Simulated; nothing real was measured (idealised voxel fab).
The process module that follows is named voxel transistor to metal.
Xsec cut, 280 nm wide, square cell size 5 nm.
Each cross-section below is a grid of square cells, stated as bands in top-down order, with one or more rows of cells making up each band. Basically the band line says how high the top is and how high the bottom is, in nm, and then what's in it from left to right, every material with its width in nm. Empty space shows up as "blank", and if a single material carries "full width" it runs the full band edge to edge. Zero point of the height axis is 0; under it, received wafer = one material. Lowest band: continues down indefinitely, "0 nm and below". Per-row width for "30 to 40": begins at first number (top row of band), ends at second number (bottom row), increment between rows held constant. For the purposes of this document, the phrase "changes: none" attached to a step denotes that no cell within the cross-section was modified by that step. Look at "Enclosed void listing" for the closed voids: empty spaces with no open path to the top, sized 8 cells or up. Each is width x height at distance, distance from the left edge, all nm. Formally, on a step line, whatever follows the settings is a remark that the simulator itself makes on the step. If you see "overlay nm" on a step's line and that step has a mask, it's telling you how far right of where it was planned the mask ended up; a negative number means it went left instead.

Process steps - plan:
1,RECEIVE [material Si]
2,OXIDIZE [depth nm 5]
3,CONFORMAL_DEP [material SiN] [thk nm 10]
4,PATTERN [tone cover] [mask id ACTIVE] [material resist] [width nm 110] [pitch nm 130] [thk nm 15] [overlay nm 0]
5,DIRECTIONAL_ETCH [etch materials SiN] [depth nm 10]
6,DIRECTIONAL_ETCH [etch materials SiO2] [depth nm 5]
7,DIRECTIONAL_ETCH [etch materials Si] [depth nm 35]
8,STRIP [etch materials resist]
9,FILL_DEP [material SiO2] [thk nm 10]
10,CMP [height nm 10]
11,SELECTIVE_ETCH [etch materials SiO2] [depth nm 10]
12,STRIP [etch materials SiN]
13,SELECTIVE_ETCH [etch materials SiO2] [depth nm 5]
14,OXIDIZE [depth nm 5]
15,DIRECTIONAL_DEP [material polySi] [thk nm 25]
16,DIRECTIONAL_DEP [material SiCN] [thk nm 15]
17,MASKED_ETCH [tone cover] [mask id GATE] [width nm 30] [pitch nm 130] [etch materials SiCN] [depth nm 25] [overlay nm 0]
18,MASKED_ETCH [tone cover] [mask id GATE] [width nm 30] [pitch nm 130] [etch materials polySi] [depth nm 35] [overlay nm 0]
19,CONFORMAL_DEP [material SiN] [thk nm 10]
20,DIRECTIONAL_ETCH [etch materials SiN] [depth nm 10]
21,DIRECTIONAL_ETCH [etch materials SiO2] [depth nm 5]
22,DIRECTIONAL_ETCH [etch materials Si] [depth nm 5]
23,EPI [material nSi] [thk nm 5]
24,FILL_DEP [material SiO2] [thk nm 5]
25,CMP [height nm 20]
26,STRIP [etch materials polySi]
27,SELECTIVE_ETCH [etch materials SiO2] [depth nm 5]
28,CONFORMAL_DEP [material HfO2] [thk nm 5]
29,CONFORMAL_DEP [material TiN] [thk nm 5]
30,FILL_DEP [material W] [thk nm 5]
31,CMP [height nm 15]
32,DIRECTIONAL_DEP [material SiO2] [thk nm 10]
33,PATTERN [tone open] [mask id CONTACT] [material resist] [width nm 15] [thk nm 15] [overlay nm 0]
34,DIRECTIONAL_ETCH [etch materials SiO2] [depth nm 35]
35,STRIP [etch materials resist]
36,CONFORMAL_DEP [material TiN] [thk nm 5]
37,FILL_DEP [material W] [thk nm 10]
38,CMP [height nm 25]
39,CONFORMAL_DEP [material SiCN] [thk nm 5]
40,DIRECTIONAL_DEP [material lowk] [thk nm 25]
41,PATTERN [tone open] [mask id METAL_1] [material resist] [width nm 15] [thk nm 15] [overlay nm 0]
42,DIRECTIONAL_ETCH [etch materials lowk] [depth nm 25]
43,DIRECTIONAL_ETCH [etch materials SiCN] [depth nm 5]
44,STRIP [etch materials resist]
45,CONFORMAL_DEP [material TiN] [thk nm 5]
46,FILL_DEP [material Ru] [thk nm 5]
47,CMP [height nm 55]
48,CONFORMAL_DEP [material SiCN] [thk nm 5]

Cross-section: wafer on arrival = after step 1:
0 nm and below  Si full width
Enclosed void listing: none

Post-module cross-section: identical start and plan to those above, one misstep in execution:
60 nm to 55 nm  SiCN full width
55 nm to 30 nm  lowk=30; TiN=5; Ru=5; TiN=5; lowk=60; TiN=5; Ru=5; TiN=5; lowk=40; TiN=5; Ru=5; TiN=5; lowk=60; TiN=5; Ru=5; TiN=5; lowk=30
30 nm to 25 nm  SiCN=30; TiN=15; SiCN=60; TiN=15; SiCN=40; TiN=15; SiCN=60; TiN=15; SiCN=30
25 nm to 15 nm  SiO2=30; TiN=5; W=5; TiN=5; SiO2=60; TiN=5; W=5; TiN=5; SiO2=40; TiN=5; W=5; TiN=5; SiO2=60; TiN=5; W=5; TiN=5; SiO2=30
15 nm to 0 nm  SiO2=30; TiN=5; W=5; TiN=5; SiO2=5; SiN=10; HfO2=5; TiN=5; W=10; TiN=5; HfO2=5; SiN=10; SiO2=5; TiN=5; W=5; TiN=5; SiO2=40; TiN=5; W=5; TiN=5; SiO2=5; SiN=10; HfO2=5; TiN=5; W=10; TiN=5; HfO2=5; SiN=10; SiO2=5; TiN=5; W=5; TiN=5; SiO2=30
0 nm to -5 nm  SiO2=30; TiN=5; W=5; TiN=5; SiO2=5; SiN=10; HfO2=5; TiN=20; HfO2=5; SiN=10; SiO2=5; TiN=5; W=5; TiN=5; SiO2=40; TiN=5; W=5; TiN=5; SiO2=5; SiN=10; HfO2=5; TiN=20; HfO2=5; SiN=10; SiO2=5; TiN=5; W=5; TiN=5; SiO2=30
-5 nm to -10 nm  SiO2=30; TiN=15; SiO2=10; HfO2=40; SiO2=10; TiN=15; SiO2=40; TiN=15; SiO2=10; HfO2=40; SiO2=10; TiN=15; SiO2=30
-10 nm to -20 nm  SiO2 full width
-20 nm to -40 nm  SiO2=20; Si=110; SiO2=20; Si=110; SiO2=20
-40 nm and below  Si full width
Enclosed void listing: none
So what did we get wrong on this run? step 14, actual vs plan mismatch, actual run OXIDIZE [depth nm 15]
